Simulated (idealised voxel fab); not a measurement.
process module | voxel transistor to metal
cross-section cut | 190 nm wide | cells 5 nm
A cross-section is a grid of square cells, given in bands from the top down. A band is one or more rows of cells.
Each band's line starts with the height of the band's top and of its bottom, in nm. Then come its materials from left to right, each with its width in nm. One material with "throughout" fills the band from edge to edge. "air" is empty space.
Height 0 is the level under which the wafer as received is all one material. The lowest band goes on downwards, as in "0 down".
A width such as "30 to 40" changes by the same amount from each row of cells to the next, from the band's top row to its bottom row.
"no change" after a step means that no cell of the cross-section changed.
closed voids: empty space of 8 cells or more with no open way to the top, each as width x height at its distance from the left edge, in nm
after a step's settings: what the simulator itself notes on the step
overlay nm, on a step with a mask: how far to the right of its planned place the mask lay; to the left if negative
plan
1 op RECEIVE | material Si
2 op OXIDIZE | depth nm 5
3 op CONFORMAL_DEP | material SiN | thk nm 10
4 op MASKED_ETCH | tone cover | mask id ACTIVE | width nm 125 | etch materials SiN | depth nm 10 | overlay nm 0
5 op MASKED_ETCH | tone cover | mask id ACTIVE | width nm 125 | etch materials SiO2 | depth nm 5 | overlay nm 0
6 op MASKED_ETCH | tone cover | mask id ACTIVE | width nm 125 | etch materials Si | depth nm 20 | overlay nm 0
7 op OXIDIZE | depth nm 5
8 op FILL_DEP | material SiO2 | thk nm 5
9 op CMP | height nm 10
10 op SELECTIVE_ETCH | etch materials SiO2 | depth nm 5
11 op STRIP | etch materials SiN
12 op SELECTIVE_ETCH | etch materials SiO2 | depth nm 5
13 op OXIDIZE | depth nm 5
14 op DIRECTIONAL_DEP | material polySi | thk nm 30
15 op DIRECTIONAL_DEP | material SiCN | thk nm 10
16 op MASKED_ETCH | tone cover | mask id GATE | width nm 35 | etch materials SiCN | depth nm 20 | overlay nm 0
17 op MASKED_ETCH | tone cover | mask id GATE | width nm 35 | etch materials polySi | depth nm 40 | overlay nm 0
18 op CONFORMAL_DEP | material SiN | thk nm 5
19 op DIRECTIONAL_ETCH | etch materials SiN | depth nm 5
20 op DIRECTIONAL_ETCH | etch materials SiO2 | depth nm 5
21 op EPI | material pSi | thk nm 5
22 op FILL_DEP | material SiO2 | thk nm 10
23 op CMP | height nm 25
24 op STRIP | etch materials polySi
25 op SELECTIVE_ETCH | etch materials SiO2 | depth nm 5
26 op CONFORMAL_DEP | material HfO2 | thk nm 5
27 op CONFORMAL_DEP | material TiN | thk nm 5
28 op FILL_DEP | material W | thk nm 5
29 op CMP | height nm 20
30 op DIRECTIONAL_DEP | material SiO2 | thk nm 10
31 op MASKED_ETCH | tone open | mask id CONTACT | width nm 20 | pitch nm 85 | etch materials SiO2 | depth nm 35 | overlay nm 0
32 op CONFORMAL_DEP | material TiN | thk nm 5
33 op FILL_DEP | material Ru | thk nm 5
34 op CMP | height nm 30
35 op CONFORMAL_DEP | material SiCN | thk nm 5
36 op DIRECTIONAL_DEP | material SiO2 | thk nm 25
37 op PATTERN | tone open | mask id METAL_1 | material resist | width nm 20 | pitch nm 85 | thk nm 15 | overlay nm 0
38 op DIRECTIONAL_ETCH | etch materials SiO2 | depth nm 25
39 op DIRECTIONAL_ETCH | etch materials SiCN | depth nm 5
40 op STRIP | etch materials resist
41 op CONFORMAL_DEP | material TiN | thk nm 5
42 op FILL_DEP | material Cu | thk nm 5
43 op CMP | height nm 60
44 op EPI | material Ru | thk nm 5
45 op FILL_DEP | material SiCN | thk nm 5
46 op DIRECTIONAL_DEP | material lowk | thk nm 30
47 op PATTERN | tone open | mask id METAL_2_HOLES | material resist | width nm 15 | pitch nm 85 | thk nm 15 | overlay nm 0
48 op DIRECTIONAL_ETCH | etch materials lowk | depth nm 30
49 op STRIP | etch materials resist
50 op PATTERN | tone open | mask id METAL_2 | material resist | width nm 20 | pitch nm 85 | thk nm 15 | overlay nm 0
51 op DIRECTIONAL_ETCH | etch materials lowk | depth nm 20
52 op DIRECTIONAL_ETCH | etch materials SiCN | depth nm 5
53 op STRIP | etch materials resist
54 op CONFORMAL_DEP | material TiN | thk nm 5
55 op FILL_DEP | material Cu | thk nm 5
56 op CMP | height nm 100
57 op CONFORMAL_DEP | material SiN | thk nm 5
first wafer, as planned
as received, after step 1
  0 down: Si throughout
  closed voids: none
after step 2
  0 to -5: SiO2 throughout
  below -5: unchanged
after step 3
  10 to 0: SiN throughout
  below 0: unchanged
after step 4
  10 to 0: air 30 | SiN 125 | air 35
  below 0: unchanged
after step 5
  10 to 0: air 30 | SiN 125 | air 35
  0 to -5: air 30 | SiO2 125 | air 35
  below -5: unchanged
after step 6
  10 to 0: air 30 | SiN 125 | air 35
  0 to -5: air 30 | SiO2 125 | air 35
  -5 to -25: air 30 | Si 125 | air 35
  below -25: unchanged
after step 7
  10 to 0: air 30 | SiN 125 | air 35
  0 to -5: air 30 | SiO2 125 | air 35
  -5 to -25: air 30 | SiO2 5 | Si 115 | SiO2 5 | air 35
  -25 to -30: SiO2 35 | Si 115 | SiO2 40
  below -30: unchanged
after step 8
  15 to 10: SiO2 throughout
  10 to 0: SiO2 30 | SiN 125 | SiO2 35
  0 to -5: SiO2 throughout
  -5 to -30: SiO2 35 | Si 115 | SiO2 40
  below -30: unchanged
after step 9
  10 to 0: SiO2 30 | SiN 125 | SiO2 35
  below 0: unchanged
after step 10
  10 to 5: air 30 | SiN 125 | air 35
  below 5: unchanged
after step 11
  5 to 0: SiO2 30 | air 125 | SiO2 35
  below 0: unchanged
after step 12
  0 to -5: SiO2 25 | air 135 | SiO2 30
  below -5: unchanged
after step 13
  0 to -5: SiO2 25 | air 135 | SiO2 30
  -5 to -10: SiO2 throughout
  below -10: unchanged
after step 14
  30 to 25: polySi 25 | air 135 | polySi 30
  25 to 0: polySi throughout
  0 to -5: SiO2 25 | polySi 135 | SiO2 30
  below -5: unchanged
after step 15
  40 to 35: SiCN 25 | air 135 | SiCN 30
  35 to 30: SiCN throughout
  30 to 25: polySi 25 | SiCN 135 | polySi 30
  below 25: unchanged
after step 16
  35 to 30: air 75 | SiCN 35 | air 80
  30 to 25: polySi 25 | air 50 | SiCN 35 | air 50 | polySi 30
  below 25: unchanged
after step 17
  35 to 25: air 75 | SiCN 35 | air 80
  25 to 0: air 75 | polySi 35 | air 80
  0 to -5: SiO2 25 | air 50 | polySi 35 | air 50 | SiO2 30
  below -5: unchanged
after step 18
  40 to 35: air 70 | SiN 45 | air 75
  35 to 25: air 70 | SiN 5 | SiCN 35 | SiN 5 | air 75
  25 to 5: air 70 | SiN 5 | polySi 35 | SiN 5 | air 75
  5 to 0: SiN 30 | air 40 | SiN 5 | polySi 35 | SiN 5 | air 40 | SiN 35
  0 to -5: SiO2 25 | SiN 50 | polySi 35 | SiN 50 | SiO2 30
  below -5: unchanged
after step 19
  35 to 25: air 70 | SiN 5 | SiCN 35 | SiN 5 | air 75
  25 to 0: air 70 | SiN 5 | polySi 35 | SiN 5 | air 75
  0 to -5: SiO2 25 | SiN 5 | air 40 | SiN 5 | polySi 35 | SiN 5 | air 40 | SiN 5 | SiO2 30
  below -5: unchanged
after step 20
  35 to 25: air 70 | SiN 5 | SiCN 35 | SiN 5 | air 75
  25 to 0: air 70 | SiN 5 | polySi 35 | SiN 5 | air 75
  0 to -5: air 25 | SiN 5 | air 40 | SiN 5 | polySi 35 | SiN 5 | air 40 | SiN 5 | air 30
  -5 to -10: SiO2 30 | air 40 | SiO2 45 | air 40 | SiO2 35
  below -10: unchanged
after step 21
  35 to 25: air 70 | SiN 5 | SiCN 35 | SiN 5 | air 75
  25 to 0: air 70 | SiN 5 | polySi 35 | SiN 5 | air 75
  0 to -5: air 25 | SiN 5 | air 40 | SiN 5 | polySi 35 | SiN 5 | air 40 | SiN 5 | air 30
  -5 to -10: SiO2 30 | pSi 40 | SiO2 45 | pSi 40 | SiO2 35
  below -10: unchanged
after step 22
  45 to 35: SiO2 throughout
  35 to 25: SiO2 70 | SiN 5 | SiCN 35 | SiN 5 | SiO2 75
  25 to 0: SiO2 70 | SiN 5 | polySi 35 | SiN 5 | SiO2 75
  0 to -5: SiO2 25 | SiN 5 | SiO2 40 | SiN 5 | polySi 35 | SiN 5 | SiO2 40 | SiN 5 | SiO2 30
  below -5: unchanged
after step 23
  25 to 0: SiO2 70 | SiN 5 | polySi 35 | SiN 5 | SiO2 75
  below 0: unchanged
after step 24
  25 to 0: SiO2 70 | SiN 5 | air 35 | SiN 5 | SiO2 75
  0 to -5: SiO2 25 | SiN 5 | SiO2 40 | SiN 5 | air 35 | SiN 5 | SiO2 40 | SiN 5 | SiO2 30
  below -5: unchanged
after step 25
  25 to 20: air 70 | SiN 5 | air 35 | SiN 5 | air 75
  20 to 0: SiO2 70 | SiN 5 | air 35 | SiN 5 | SiO2 75
  0 to -5: SiO2 25 | SiN 5 | SiO2 40 | SiN 5 | air 35 | SiN 5 | SiO2 40 | SiN 5 | SiO2 30
  -5 to -10: SiO2 30 | pSi 40 | air 45 | pSi 40 | SiO2 35
  below -10: unchanged
after step 26
  30 to 25: air 65 | HfO2 15 | air 25 | HfO2 15 | air 70
  25 to 20: HfO2 70 | SiN 5 | HfO2 5 | air 25 | HfO2 5 | SiN 5 | HfO2 75
  20 to 0: SiO2 70 | SiN 5 | HfO2 5 | air 25 | HfO2 5 | SiN 5 | SiO2 75
  0 to -5: SiO2 25 | SiN 5 | SiO2 40 | SiN 5 | HfO2 5 | air 25 | HfO2 5 | SiN 5 | SiO2 40 | SiN 5 | SiO2 30
  -5 to -10: SiO2 30 | pSi 40 | HfO2 45 | pSi 40 | SiO2 35
  below -10: unchanged
after step 27
  35 to 30: air 60 | TiN 25 | air 15 | TiN 25 | air 65
  30 to 25: TiN 65 | HfO2 15 | TiN 5 | air 15 | TiN 5 | HfO2 15 | TiN 70
  25 to 20: HfO2 70 | SiN 5 | HfO2 5 | TiN 5 | air 15 | TiN 5 | HfO2 5 | SiN 5 | HfO2 75
  20 to 0: SiO2 70 | SiN 5 | HfO2 5 | TiN 5 | air 15 | TiN 5 | HfO2 5 | SiN 5 | SiO2 75
  0 to -5: SiO2 25 | SiN 5 | SiO2 40 | SiN 5 | HfO2 5 | TiN 25 | HfO2 5 | SiN 5 | SiO2 40 | SiN 5 | SiO2 30
  below -5: unchanged
after step 28
  40 to 35: W throughout
  35 to 30: W 60 | TiN 25 | W 15 | TiN 25 | W 65
  30 to 25: TiN 65 | HfO2 15 | TiN 5 | W 15 | TiN 5 | HfO2 15 | TiN 70
  25 to 20: HfO2 70 | SiN 5 | HfO2 5 | TiN 5 | W 15 | TiN 5 | HfO2 5 | SiN 5 | HfO2 75
  20 to 0: SiO2 70 | SiN 5 | HfO2 5 | TiN 5 | W 15 | TiN 5 | HfO2 5 | SiN 5 | SiO2 75
  below 0: unchanged
after step 29
  20 to 0: SiO2 70 | SiN 5 | HfO2 5 | TiN 5 | W 15 | TiN 5 | HfO2 5 | SiN 5 | SiO2 75
  below 0: unchanged
after step 30
  30 to 20: SiO2 throughout
  below 20: unchanged
after step 31
  30 to 20: SiO2 40 | air 20 | SiO2 65 | air 20 | SiO2 45
  20 to 0: SiO2 40 | air 20 | SiO2 10 | SiN 5 | HfO2 5 | TiN 5 | W 15 | TiN 5 | HfO2 5 | SiN 5 | SiO2 10 | air 20 | SiO2 45
  0 to -5: SiO2 25 | SiN 5 | SiO2 10 | air 20 | SiO2 10 | SiN 5 | HfO2 5 | TiN 25 | HfO2 5 | SiN 5 | SiO2 10 | air 20 | SiO2 10 | SiN 5 | SiO2 30
  below -5: unchanged
after step 32
  35 to 30: TiN 45 | air 10 | TiN 75 | air 10 | TiN 50
  30 to 20: SiO2 40 | TiN 5 | air 10 | TiN 5 | SiO2 65 | TiN 5 | air 10 | TiN 5 | SiO2 45
  20 to 0: SiO2 40 | TiN 5 | air 10 | TiN 5 | SiO2 10 | SiN 5 | HfO2 5 | TiN 5 | W 15 | TiN 5 | HfO2 5 | SiN 5 | SiO2 10 | TiN 5 | air 10 | TiN 5 | SiO2 45
  0 to -5: SiO2 25 | SiN 5 | SiO2 10 | TiN 20 | SiO2 10 | SiN 5 | HfO2 5 | TiN 25 | HfO2 5 | SiN 5 | SiO2 10 | TiN 20 | SiO2 10 | SiN 5 | SiO2 30
  below -5: unchanged
after step 33
  40 to 35: Ru throughout
  35 to 30: TiN 45 | Ru 10 | TiN 75 | Ru 10 | TiN 50
  30 to 20: SiO2 40 | TiN 5 | Ru 10 | TiN 5 | SiO2 65 | TiN 5 | Ru 10 | TiN 5 | SiO2 45
  20 to 0: SiO2 40 | TiN 5 | Ru 10 | TiN 5 | SiO2 10 | SiN 5 | HfO2 5 | TiN 5 | W 15 | TiN 5 | HfO2 5 | SiN 5 | SiO2 10 | TiN 5 | Ru 10 | TiN 5 | SiO2 45
  below 0: unchanged
after step 34
  30 to 20: SiO2 40 | TiN 5 | Ru 10 | TiN 5 | SiO2 65 | TiN 5 | Ru 10 | TiN 5 | SiO2 45
  below 20: unchanged
after step 35
  35 to 30: SiCN throughout
  below 30: unchanged
after step 36
  60 to 35: SiO2 throughout
  below 35: unchanged
after step 37
  75 to 60: resist 40 | air 20 | resist 65 | air 20 | resist 45
  below 60: unchanged
after step 38
  75 to 60: resist 40 | air 20 | resist 65 | air 20 | resist 45
  60 to 35: SiO2 40 | air 20 | SiO2 65 | air 20 | SiO2 45
  below 35: unchanged
after step 39
  75 to 60: resist 40 | air 20 | resist 65 | air 20 | resist 45
  60 to 35: SiO2 40 | air 20 | SiO2 65 | air 20 | SiO2 45
  35 to 30: SiCN 40 | air 20 | SiCN 65 | air 20 | SiCN 45
  below 30: unchanged
after step 40
  60 to 35: SiO2 40 | air 20 | SiO2 65 | air 20 | SiO2 45
  below 35: unchanged
after step 41
  65 to 60: TiN 45 | air 10 | TiN 75 | air 10 | TiN 50
  60 to 35: SiO2 40 | TiN 5 | air 10 | TiN 5 | SiO2 65 | TiN 5 | air 10 | TiN 5 | SiO2 45
  35 to 30: SiCN 40 | TiN 20 | SiCN 65 | TiN 20 | SiCN 45
  below 30: unchanged
after step 42
  70 to 65: Cu throughout
  65 to 60: TiN 45 | Cu 10 | TiN 75 | Cu 10 | TiN 50
  60 to 35: SiO2 40 | TiN 5 | Cu 10 | TiN 5 | SiO2 65 | TiN 5 | Cu 10 | TiN 5 | SiO2 45
  below 35: unchanged
after step 43
  60 to 35: SiO2 40 | TiN 5 | Cu 10 | TiN 5 | SiO2 65 | TiN 5 | Cu 10 | TiN 5 | SiO2 45
  below 35: unchanged
after step 44
  65 to 60: air 35 | Ru 30 | air 55 | Ru 30 | air 40
  below 60: unchanged
after step 45
  70 to 65: SiCN throughout
  65 to 60: SiCN 35 | Ru 30 | SiCN 55 | Ru 30 | SiCN 40
  below 60: unchanged
after step 46
  100 to 70: lowk throughout
  below 70: unchanged
after step 47
  115 to 100: resist 40 | air 15 | resist 70 | air 15 | resist 50
  below 100: unchanged
after step 48
  115 to 100: resist 40 | air 15 | resist 70 | air 15 | resist 50
  100 to 70: lowk 40 | air 15 | lowk 70 | air 15 | lowk 50
  below 70: unchanged
after step 49
  100 to 70: lowk 40 | air 15 | lowk 70 | air 15 | lowk 50
  below 70: unchanged
after step 50
  115 to 100: resist 40 | air 20 | resist 65 | air 20 | resist 45
  below 100: unchanged
after step 51
  115 to 100: resist 40 | air 20 | resist 65 | air 20 | resist 45
  100 to 80: lowk 40 | air 20 | lowk 65 | air 20 | lowk 45
  below 80: unchanged
after step 52
  115 to 100: resist 40 | air 20 | resist 65 | air 20 | resist 45
  100 to 80: lowk 40 | air 20 | lowk 65 | air 20 | lowk 45
  80 to 70: lowk 40 | air 15 | lowk 70 | air 15 | lowk 50
  70 to 65: SiCN 40 | air 15 | SiCN 70 | air 15 | SiCN 50
  below 65: unchanged
after step 53
  100 to 80: lowk 40 | air 20 | lowk 65 | air 20 | lowk 45
  below 80: unchanged
after step 54
  105 to 100: TiN 45 | air 10 | TiN 75 | air 10 | TiN 50
  100 to 85: lowk 40 | TiN 5 | air 10 | TiN 5 | lowk 65 | TiN 5 | air 10 | TiN 5 | lowk 45
  85 to 80: lowk 40 | TiN 5 | air 5 | TiN 10 | lowk 65 | TiN 5 | air 5 | TiN 10 | lowk 45
  80 to 70: lowk 40 | TiN 5 | air 5 | TiN 5 | lowk 70 | TiN 5 | air 5 | TiN 5 | lowk 50
  70 to 65: SiCN 40 | TiN 15 | SiCN 70 | TiN 15 | SiCN 50
  below 65: unchanged
after step 55
  110 to 105: Cu throughout
  105 to 100: TiN 45 | Cu 10 | TiN 75 | Cu 10 | TiN 50
  100 to 85: lowk 40 | TiN 5 | Cu 10 | TiN 5 | lowk 65 | TiN 5 | Cu 10 | TiN 5 | lowk 45
  85 to 80: lowk 40 | TiN 5 | Cu 5 | TiN 10 | lowk 65 | TiN 5 | Cu 5 | TiN 10 | lowk 45
  80 to 70: lowk 40 | TiN 5 | Cu 5 | TiN 5 | lowk 70 | TiN 5 | Cu 5 | TiN 5 | lowk 50
  below 70: unchanged
after step 56
  100 to 85: lowk 40 | TiN 5 | Cu 10 | TiN 5 | lowk 65 | TiN 5 | Cu 10 | TiN 5 | lowk 45
  below 85: unchanged
after step 57
  105 to 100: SiN throughout
  below 100: unchanged
second wafer: like start, like plan, one mistake. Through step 46 it matches the first wafer
when step 47 should have ended
  115 to 100: resist 35 | air 25 | resist 60 | air 25 | resist 45
  below 100: unchanged
when step 48 should have ended
  115 to 100: resist 35 | air 25 | resist 60 | air 25 | resist 45
  100 to 70: lowk 35 | air 25 | lowk 60 | air 25 | lowk 45
  below 70: unchanged
when step 49 should have ended
  100 to 70: lowk 35 | air 25 | lowk 60 | air 25 | lowk 45
  below 70: unchanged
when step 50 should have ended
  115 to 100: resist 40 | air 20 | resist 65 | air 20 | resist 45
  100 to 70: lowk 35 | resist 5 | air 20 | lowk 60 | resist 5 | air 20 | lowk 45
  below 70: unchanged
when step 51 should have ended: no change
when step 52 should have ended
  115 to 100: resist 40 | air 20 | resist 65 | air 20 | resist 45
  100 to 70: lowk 35 | resist 5 | air 20 | lowk 60 | resist 5 | air 20 | lowk 45
  70 to 65: SiCN 40 | air 20 | SiCN 65 | air 20 | SiCN 45
  below 65: unchanged
when step 53 should have ended
  100 to 70: lowk 35 | air 25 | lowk 60 | air 25 | lowk 45
  below 70: unchanged
when step 54 should have ended
  105 to 100: TiN 40 | air 15 | TiN 70 | air 15 | TiN 50
  100 to 75: lowk 35 | TiN 5 | air 15 | TiN 5 | lowk 60 | TiN 5 | air 15 | TiN 5 | lowk 45
  75 to 70: lowk 35 | TiN 10 | air 10 | TiN 5 | lowk 60 | TiN 10 | air 10 | TiN 5 | lowk 45
  70 to 65: SiCN 40 | TiN 20 | SiCN 65 | TiN 20 | SiCN 45
  below 65: unchanged
when step 55 should have ended
  110 to 105: Cu throughout
  105 to 100: TiN 40 | Cu 15 | TiN 70 | Cu 15 | TiN 50
  100 to 75: lowk 35 | TiN 5 | Cu 15 | TiN 5 | lowk 60 | TiN 5 | Cu 15 | TiN 5 | lowk 45
  75 to 70: lowk 35 | TiN 10 | Cu 10 | TiN 5 | lowk 60 | TiN 10 | Cu 10 | TiN 5 | lowk 45
  below 70: unchanged
when step 56 should have ended
  100 to 75: lowk 35 | TiN 5 | Cu 15 | TiN 5 | lowk 60 | TiN 5 | Cu 15 | TiN 5 | lowk 45
  below 75: unchanged
when step 57 should have ended
  105 to 100: SiN throughout
  below 100: unchanged
what went wrong: step 47 ran as: op PATTERN | tone open | mask id METAL_2_HOLES | material resist | width nm 25 | pitch nm 85 | thk nm 15 | overlay nm 0
at the end the second wafer has, in cells: 16 more of Cu | 2 fewer of SiCN | 2 more of TiN | 16 fewer of lowk
